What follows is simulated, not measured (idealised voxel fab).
Title: Process Module voxel capacitor over wiring
This is section cut - it's 280 nm across, gridded in 5 nm square cells.
A cross-section is a grid of square cells, given in bands from the top down. A band is one or more rows of cells.
Quick guide to a band line: top height, bottom height (nm) up front; then every material left to right with its width in nm. Only one material and it's marked "all across"? Then it fills the band edge to edge. And "blank" just means empty space.
Measure heights from 0. That's the level where, below it, the as-received wafer is all one material. The lowest band is bottomless and extends downward; write it as in "0 down".
Graded width ("30 to 40"): value in top row of band = first number; value in bottom row = second number; row-to-row change constant.
Key: "no change" - step with no changed cell in the cross-section.
So "Sealed void list" is basically the list of trapped voids: any empty space of 8 cells or more that can't reach the top through an opening. They're written width x height at distance, the distance being from the left edge, and it's all nm.
It should be noted that, on the line of a given step, the content following the step's settings is a remark produced by the simulator itself with respect to that step.
overlay nm: where the mask lay relative to plan, measured to the right, on steps with a mask; negatives go left.
[plan]
- 1: RECEIVE (material Si)
- 2: CONFORMAL_DEP (material SiO2; thk nm 15)
- 3: CONFORMAL_DEP (material SiN; thk nm 5)
- 4: DIRECTIONAL_DEP (material lowk; thk nm 20)
- 5: PATTERN (tone open; mask id METAL_1; material resist; width nm 30; pitch nm 80; thk nm 15; overlay nm 0)
- 6: DIRECTIONAL_ETCH (etch materials lowk; depth nm 20)
- 7: DIRECTIONAL_ETCH (etch materials SiN; depth nm 5)
- 8: STRIP (etch materials resist)
- 9: CONFORMAL_DEP (material TiN; thk nm 5)
- 10: FILL_DEP (material W; thk nm 5)
- 11: CMP (height nm 40)
- 12: CONFORMAL_DEP (material SiCN; thk nm 5)
- 13: DIRECTIONAL_DEP (material SiO2; thk nm 10)
- 14: DIRECTIONAL_DEP (material aC; thk nm 10)
- 15: PATTERN (tone open; mask id PLUG_1; material resist; width nm 15; thk nm 30; overlay nm 0)
- 16: DIRECTIONAL_ETCH (etch materials aC; depth nm 10)
- 17: STRIP (etch materials resist)
- 18: DIRECTIONAL_ETCH (etch materials SiO2; depth nm 10)
- 19: DIRECTIONAL_ETCH (etch materials SiCN; depth nm 5)
- 20: STRIP (etch materials aC)
- 21: CONFORMAL_DEP (material TiN; thk nm 5)
- 22: FILL_DEP (material Ru; thk nm 5)
- 23: CMP (height nm 55)
- 24: DIRECTIONAL_DEP (material TiN; thk nm 10)
- 25: DIRECTIONAL_DEP (material Al2O3; thk nm 5)
- 26: DIRECTIONAL_DEP (material TiN; thk nm 5)
- 27: MASKED_ETCH (tone cover; mask id UPPER_PLATE; width nm 55; etch materials TiN; depth nm 5; overlay nm 0)
- 28: MASKED_ETCH (tone cover; mask id UPPER_PLATE; width nm 55; etch materials Al2O3; depth nm 5; overlay nm 0)
- 29: PATTERN (tone cover; mask id LOWER_PLATE; material resist; width nm 65; thk nm 15; overlay nm 0)
- 30: DIRECTIONAL_ETCH (etch materials TiN; depth nm 10)
- 31: STRIP (etch materials resist)
- 32: FILL_DEP (material SiO2; thk nm 15)
- 33: CMP (height nm 85)
- 34: PATTERN (tone open; mask id PLUG_2; material resist; width nm 15; thk nm 15; overlay nm 0)
- 35: DIRECTIONAL_ETCH (etch materials SiO2; depth nm 10)
- 36: STRIP (etch materials resist)
- 37: CONFORMAL_DEP (material TiN; thk nm 5)
- 38: FILL_DEP (material Cu; thk nm 5)
- 39: CMP (height nm 85)
- 40: CONFORMAL_DEP (material SiCN; thk nm 5)
[First wafer of two (run as planned)]
[Incoming wafer, cross-sectional view, post step 1]
    0 down: Si all across
    Sealed void list: none
[Sectional view: wafer, after step 2]
    15 to 0: SiO2 all across
    Heights below 0 show no change.
[Sectional view: wafer, after step 3]
    20 to 15: SiN all across
    Heights below 15 show no change.
[Sectional view: wafer, after step 4]
    40 to 20: lowk all across
    Heights below 20 show no change.
[Sectional view: wafer, after step 5]
    55 to 40: resist=85 / blank=30 / resist=50 / blank=30 / resist=85
    Heights below 40 show no change.
[Sectional view: wafer, after step 6]
    55 to 40: resist=85 / blank=30 / resist=50 / blank=30 / resist=85
    40 to 20: lowk=85 / blank=30 / lowk=50 / blank=30 / lowk=85
    Heights below 20 show no change.
[Sectional view: wafer, after step 7]
    55 to 40: resist=85 / blank=30 / resist=50 / blank=30 / resist=85
    40 to 20: lowk=85 / blank=30 / lowk=50 / blank=30 / lowk=85
    20 to 15: SiN=85 / blank=30 / SiN=50 / blank=30 / SiN=85
    Heights below 15 show no change.
[Sectional view: wafer, after step 8]
    40 to 20: lowk=85 / blank=30 / lowk=50 / blank=30 / lowk=85
    Heights below 20 show no change.
[Sectional view: wafer, after step 9]
    45 to 40: TiN=90 / blank=20 / TiN=60 / blank=20 / TiN=90
    40 to 20: lowk=85 / TiN=5 / blank=20 / TiN=5 / lowk=50 / TiN=5 / blank=20 / TiN=5 / lowk=85
    20 to 15: SiN=85 / TiN=30 / SiN=50 / TiN=30 / SiN=85
    Heights below 15 show no change.
[Sectional view: wafer, after step 10]
    50 to 45: W all across
    45 to 40: TiN=90 / W=20 / TiN=60 / W=20 / TiN=90
    40 to 20: lowk=85 / TiN=5 / W=20 / TiN=5 / lowk=50 / TiN=5 / W=20 / TiN=5 / lowk=85
    Heights below 20 show no change.
[Sectional view: wafer, after step 11]
    40 to 20: lowk=85 / TiN=5 / W=20 / TiN=5 / lowk=50 / TiN=5 / W=20 / TiN=5 / lowk=85
    Heights below 20 show no change.
[Sectional view: wafer, after step 12]
    45 to 40: SiCN all across
    Heights below 40 show no change.
[Sectional view: wafer, after step 13]
    55 to 45: SiO2 all across
    Heights below 45 show no change.
[Sectional view: wafer, after step 14]
    65 to 55: aC all across
    Heights below 55 show no change.
[Sectional view: wafer, after step 15]
    95 to 65: resist=100 / blank=15 / resist=165
    Heights below 65 show no change.
[Sectional view: wafer, after step 16]
    85 to 65: resist=100 / blank=15 / resist=165
    65 to 55: aC=100 / blank=15 / aC=165
    Heights below 55 show no change.
[Sectional view: wafer, after step 17]
    65 to 55: aC=100 / blank=15 / aC=165
    Heights below 55 show no change.
[Sectional view: wafer, after step 18]
    65 to 55: aC=100 / blank=15 / aC=165
    55 to 45: SiO2=100 / blank=15 / SiO2=165
    Heights below 45 show no change.
[Sectional view: wafer, after step 19]
    65 to 55: aC=100 / blank=15 / aC=165
    55 to 45: SiO2=100 / blank=15 / SiO2=165
    45 to 40: SiCN=100 / blank=15 / SiCN=165
    Heights below 40 show no change.
[Sectional view: wafer, after step 20]
    55 to 45: SiO2=100 / blank=15 / SiO2=165
    Heights below 45 show no change.
[Sectional view: wafer, after step 21]
    60 to 55: TiN=105 / blank=5 / TiN=170
    55 to 45: SiO2=100 / TiN=5 / blank=5 / TiN=5 / SiO2=165
    45 to 40: SiCN=100 / TiN=15 / SiCN=165
    Heights below 40 show no change.
[Sectional view: wafer, after step 22]
    65 to 60: Ru all across
    60 to 55: TiN=105 / Ru=5 / TiN=170
    55 to 45: SiO2=100 / TiN=5 / Ru=5 / TiN=5 / SiO2=165
    Heights below 45 show no change.
[Sectional view: wafer, after step 23]
    55 to 45: SiO2=100 / TiN=5 / Ru=5 / TiN=5 / SiO2=165
    Heights below 45 show no change.
[Sectional view: wafer, after step 24]
    65 to 55: TiN all across
    Heights below 55 show no change.
[Sectional view: wafer, after step 25]
    70 to 65: Al2O3 all across
    Heights below 65 show no change.
[Sectional view: wafer, after step 26]
    75 to 70: TiN all across
    Heights below 70 show no change.
[Sectional view: wafer, after step 27]
    75 to 70: blank=100 / TiN=55 / blank=125
    Heights below 70 show no change.
[Sectional view: wafer, after step 28]
    75 to 70: blank=100 / TiN=55 / blank=125
    70 to 65: blank=100 / Al2O3=55 / blank=125
    Heights below 65 show no change.
[Sectional view: wafer, after step 29]
    90 to 75: blank=95 / resist=65 / blank=120
    75 to 70: blank=95 / resist=5 / TiN=55 / resist=5 / blank=120
    70 to 65: blank=95 / resist=5 / Al2O3=55 / resist=5 / blank=120
    Heights below 65 show no change.
[Sectional view: wafer, after step 30]
    90 to 75: blank=95 / resist=65 / blank=120
    75 to 70: blank=95 / resist=5 / TiN=55 / resist=5 / blank=120
    70 to 65: blank=95 / resist=5 / Al2O3=55 / resist=5 / blank=120
    65 to 55: blank=95 / TiN=65 / blank=120
    Heights below 55 show no change.
[Sectional view: wafer, after step 31]
    75 to 70: blank=100 / TiN=55 / blank=125
    70 to 65: blank=100 / Al2O3=55 / blank=125
    Heights below 65 show no change.
[Sectional view: wafer, after step 32]
    90 to 75: SiO2 all across
    75 to 70: SiO2=100 / TiN=55 / SiO2=125
    70 to 65: SiO2=100 / Al2O3=55 / SiO2=125
    65 to 55: SiO2=95 / TiN=65 / SiO2=120
    Heights below 55 show no change.
[Sectional view: wafer, after step 33]
    85 to 75: SiO2 all across
    Heights below 75 show no change.
[Sectional view: wafer, after step 34]
    100 to 85: resist=110 / blank=15 / resist=155
    Heights below 85 show no change.
[Sectional view: wafer, after step 35]
    100 to 85: resist=110 / blank=15 / resist=155
    85 to 75: SiO2=110 / blank=15 / SiO2=155
    Heights below 75 show no change.
[Sectional view: wafer, after step 36]
    85 to 75: SiO2=110 / blank=15 / SiO2=155
    Heights below 75 show no change.
[Sectional view: wafer, after step 37]
    90 to 85: TiN=115 / blank=5 / TiN=160
    85 to 80: SiO2=110 / TiN=5 / blank=5 / TiN=5 / SiO2=155
    80 to 70: SiO2=110 to 100 / TiN=15 to 55 / SiO2=155 to 125
    Heights below 70 show no change.
[Sectional view: wafer, after step 38]
    95 to 90: Cu all across
    90 to 85: TiN=115 / Cu=5 / TiN=160
    85 to 80: SiO2=110 / TiN=5 / Cu=5 / TiN=5 / SiO2=155
    Heights below 80 show no change.
[Sectional view: wafer, after step 39]
    85 to 80: SiO2=110 / TiN=5 / Cu=5 / TiN=5 / SiO2=155
    Heights below 80 show no change.
[Sectional view: wafer, after step 40]
    90 to 85: SiCN all across
    Heights below 85 show no change.
[Second Wafer (Identical Start and Plan, One Processing Error; Matches First Wafer Through Step 1)]
[X-section, second wafer, when step 2 was due to finish]
    5 to 0: SiN all across
    Heights below 0 show no change.
[X-section, second wafer, when step 3 was due to finish]
    20 to 5: SiO2 all across
    Heights below 5 show no change.
[X-section, second wafer, when step 4 was due to finish]
    40 to 20: lowk all across
    Heights below 20 show no change.
[X-section, second wafer, when step 5 was due to finish]
    55 to 40: resist=85 / blank=30 / resist=50 / blank=30 / resist=85
    Heights below 40 show no change.
[X-section, second wafer, when step 6 was due to finish]
    55 to 40: resist=85 / blank=30 / resist=50 / blank=30 / resist=85
    40 to 20: lowk=85 / blank=30 / lowk=50 / blank=30 / lowk=85
    Heights below 20 show no change.
X-section, second wafer, when step 7 was due to finish: no change
[X-section, second wafer, when step 8 was due to finish]
    40 to 20: lowk=85 / blank=30 / lowk=50 / blank=30 / lowk=85
    Heights below 20 show no change.
[X-section, second wafer, when step 9 was due to finish]
    45 to 40: TiN=90 / blank=20 / TiN=60 / blank=20 / TiN=90
    40 to 25: lowk=85 / TiN=5 / blank=20 / TiN=5 / lowk=50 / TiN=5 / blank=20 / TiN=5 / lowk=85
    25 to 20: lowk=85 / TiN=30 / lowk=50 / TiN=30 / lowk=85
    Heights below 20 show no change.
[X-section, second wafer, when step 10 was due to finish]
    50 to 45: W all across
    45 to 40: TiN=90 / W=20 / TiN=60 / W=20 / TiN=90
    40 to 25: lowk=85 / TiN=5 / W=20 / TiN=5 / lowk=50 / TiN=5 / W=20 / TiN=5 / lowk=85
    Heights below 25 show no change.
[X-section, second wafer, when step 11 was due to finish]
    40 to 25: lowk=85 / TiN=5 / W=20 / TiN=5 / lowk=50 / TiN=5 / W=20 / TiN=5 / lowk=85
    Heights below 25 show no change.
[X-section, second wafer, when step 12 was due to finish]
    45 to 40: SiCN all across
    Heights below 40 show no change.
[X-section, second wafer, when step 13 was due to finish]
    55 to 45: SiO2 all across
    Heights below 45 show no change.
[X-section, second wafer, when step 14 was due to finish]
    65 to 55: aC all across
    Heights below 55 show no change.
[X-section, second wafer, when step 15 was due to finish]
    95 to 65: resist=100 / blank=15 / resist=165
    Heights below 65 show no change.
[X-section, second wafer, when step 16 was due to finish]
    85 to 65: resist=100 / blank=15 / resist=165
    65 to 55: aC=100 / blank=15 / aC=165
    Heights below 55 show no change.
[X-section, second wafer, when step 17 was due to finish]
    65 to 55: aC=100 / blank=15 / aC=165
    Heights below 55 show no change.
[X-section, second wafer, when step 18 was due to finish]
    65 to 55: aC=100 / blank=15 / aC=165
    55 to 45: SiO2=100 / blank=15 / SiO2=165
    Heights below 45 show no change.
[X-section, second wafer, when step 19 was due to finish]
    65 to 55: aC=100 / blank=15 / aC=165
    55 to 45: SiO2=100 / blank=15 / SiO2=165
    45 to 40: SiCN=100 / blank=15 / SiCN=165
    Heights below 40 show no change.
[X-section, second wafer, when step 20 was due to finish]
    55 to 45: SiO2=100 / blank=15 / SiO2=165
    Heights below 45 show no change.
[X-section, second wafer, when step 21 was due to finish]
    60 to 55: TiN=105 / blank=5 / TiN=170
    55 to 45: SiO2=100 / TiN=5 / blank=5 / TiN=5 / SiO2=165
    45 to 40: SiCN=100 / TiN=15 / SiCN=165
    Heights below 40 show no change.
[X-section, second wafer, when step 22 was due to finish]
    65 to 60: Ru all across
    60 to 55: TiN=105 / Ru=5 / TiN=170
    55 to 45: SiO2=100 / TiN=5 / Ru=5 / TiN=5 / SiO2=165
    Heights below 45 show no change.
[X-section, second wafer, when step 23 was due to finish]
    55 to 45: SiO2=100 / TiN=5 / Ru=5 / TiN=5 / SiO2=165
    Heights below 45 show no change.
[X-section, second wafer, when step 24 was due to finish]
    65 to 55: TiN all across
    Heights below 55 show no change.
[X-section, second wafer, when step 25 was due to finish]
    70 to 65: Al2O3 all across
    Heights below 65 show no change.
[X-section, second wafer, when step 26 was due to finish]
    75 to 70: TiN all across
    Heights below 70 show no change.
[X-section, second wafer, when step 27 was due to finish]
    75 to 70: blank=100 / TiN=55 / blank=125
    Heights below 70 show no change.
[X-section, second wafer, when step 28 was due to finish]
    75 to 70: blank=100 / TiN=55 / blank=125
    70 to 65: blank=100 / Al2O3=55 / blank=125
    Heights below 65 show no change.
[X-section, second wafer, when step 29 was due to finish]
    90 to 75: blank=95 / resist=65 / blank=120
    75 to 70: blank=95 / resist=5 / TiN=55 / resist=5 / blank=120
    70 to 65: blank=95 / resist=5 / Al2O3=55 / resist=5 / blank=120
    Heights below 65 show no change.
[X-section, second wafer, when step 30 was due to finish]
    90 to 75: blank=95 / resist=65 / blank=120
    75 to 70: blank=95 / resist=5 / TiN=55 / resist=5 / blank=120
    70 to 65: blank=95 / resist=5 / Al2O3=55 / resist=5 / blank=120
    65 to 55: blank=95 / TiN=65 / blank=120
    Heights below 55 show no change.
[X-section, second wafer, when step 31 was due to finish]
    75 to 70: blank=100 / TiN=55 / blank=125
    70 to 65: blank=100 / Al2O3=55 / blank=125
    Heights below 65 show no change.
[X-section, second wafer, when step 32 was due to finish]
    90 to 75: SiO2 all across
    75 to 70: SiO2=100 / TiN=55 / SiO2=125
    70 to 65: SiO2=100 / Al2O3=55 / SiO2=125
    65 to 55: SiO2=95 / TiN=65 / SiO2=120
    Heights below 55 show no change.
[X-section, second wafer, when step 33 was due to finish]
    85 to 75: SiO2 all across
    Heights below 75 show no change.
[X-section, second wafer, when step 34 was due to finish]
    100 to 85: resist=110 / blank=15 / resist=155
    Heights below 85 show no change.
[X-section, second wafer, when step 35 was due to finish]
    100 to 85: resist=110 / blank=15 / resist=155
    85 to 75: SiO2=110 / blank=15 / SiO2=155
    Heights below 75 show no change.
[X-section, second wafer, when step 36 was due to finish]
    85 to 75: SiO2=110 / blank=15 / SiO2=155
    Heights below 75 show no change.
[X-section, second wafer, when step 37 was due to finish]
    90 to 85: TiN=115 / blank=5 / TiN=160
    85 to 80: SiO2=110 / TiN=5 / blank=5 / TiN=5 / SiO2=155
    80 to 70: SiO2=110 to 100 / TiN=15 to 55 / SiO2=155 to 125
    Heights below 70 show no change.
[X-section, second wafer, when step 38 was due to finish]
    95 to 90: Cu all across
    90 to 85: TiN=115 / Cu=5 / TiN=160
    85 to 80: SiO2=110 / TiN=5 / Cu=5 / TiN=5 / SiO2=155
    Heights below 80 show no change.
[X-section, second wafer, when step 39 was due to finish]
    85 to 80: SiO2=110 / TiN=5 / Cu=5 / TiN=5 / SiO2=155
    Heights below 80 show no change.
[X-section, second wafer, when step 40 was due to finish]
    90 to 85: SiCN all across
    Heights below 85 show no change.
what went wrong: swap of plan steps 2 and 3 during execution
Materials where the second wafer ends with more or fewer cells than the first: SiN +12, TiN -4, W -8
